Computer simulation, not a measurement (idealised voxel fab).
Title: Process Module voxel spacer lines
In the cross-section labelled cut, the width is 235 nm and each square cell is 5 nm.
This document writes a cross-section as a grid whose cells are square, and gives it as bands, listed from the top down; one or more rows of cells form a band.
It is stipulated that each band's entry specify, in nanometres, the height of the top of the band and then that of its bottom, followed by the materials of the band in left-to-right sequence, each together with its width in nanometres. A single material marked by the word "everywhere" is understood to fill the band from edge to edge; the word "air" is understood to denote empty space.
Ref level 0: as-received wafer is one material below here. Bottom band extends down with no lower bound ("0 -> down").
Graded width ("30->40"): value in top row of band = first number; value in bottom row = second number; row-to-row change constant.
Key: "left unchanged" - step with no changed cell in the cross-section.
"Closed internal voids" means: voids of 8 cells or more that are shut off from the top with no open way through. Written width x height at distance, distance from the left edge, in nm.
after a step's settings: what the simulator itself notes on the step
overlay nm: mask offset rightward from planned place, masked step; negative means leftward offset.
Process steps (planned):
1) RECEIVE,material Si
2) CONFORMAL_DEP,material Al2O3,thk nm 10
3) DIRECTIONAL_DEP,material SiN,thk nm 15
4) DIRECTIONAL_DEP,material polySi,thk nm 20
5) PATTERN,tone cover,mask id MANDREL,material resist,width nm 20,pitch nm 70,thk nm 25,overlay nm 0
6) DIRECTIONAL_ETCH,etch materials polySi,depth nm 20
7) STRIP,etch materials resist
8) CONFORMAL_DEP,material SiO2,thk nm 15
9) DIRECTIONAL_ETCH,etch materials SiO2,depth nm 15
10) STRIP,etch materials polySi
11) DIRECTIONAL_ETCH,etch materials SiN,depth nm 15
12) STRIP,etch materials SiO2
13) FILL_DEP,material lowk,thk nm 5
14) CMP,height nm 25
Cross-sectional view of the wafer in its as-received condition, corresponding to the state after step 1:
  0 -> down = Si everywhere
  Closed internal voids: none
As-planned run: cross-section of the first of two wafers at end of module:
  25 -> 10 = lowk 55 nm; SiN 15 nm; lowk 20 nm; SiN 15 nm; lowk 20 nm; SiN 15 nm; lowk 20 nm; SiN 15 nm; lowk 60 nm
  10 -> 0 = Al2O3 everywhere
  0 -> down = Si everywhere
  Closed internal voids: none
Cross-sectional view: second of two wafers, end of module; start and plan identical to the first, one mistake in running:
  25 -> 10 = lowk 60 nm; SiN 10 nm; lowk 20 nm; SiN 10 nm; lowk 30 nm; SiN 10 nm; lowk 20 nm; SiN 10 nm; lowk 65 nm
  10 -> 0 = Al2O3 everywhere
  0 -> down = Si everywhere
  Closed internal voids: none
Heads up, the wafer didn't run the way we planned it: planned and actual differ for step 8; actual: CONFORMAL_DEP,material SiO2,thk nm 10
At the finish, the second wafer shows more or fewer cells for some materials than the first does: SiN -12, lowk +12
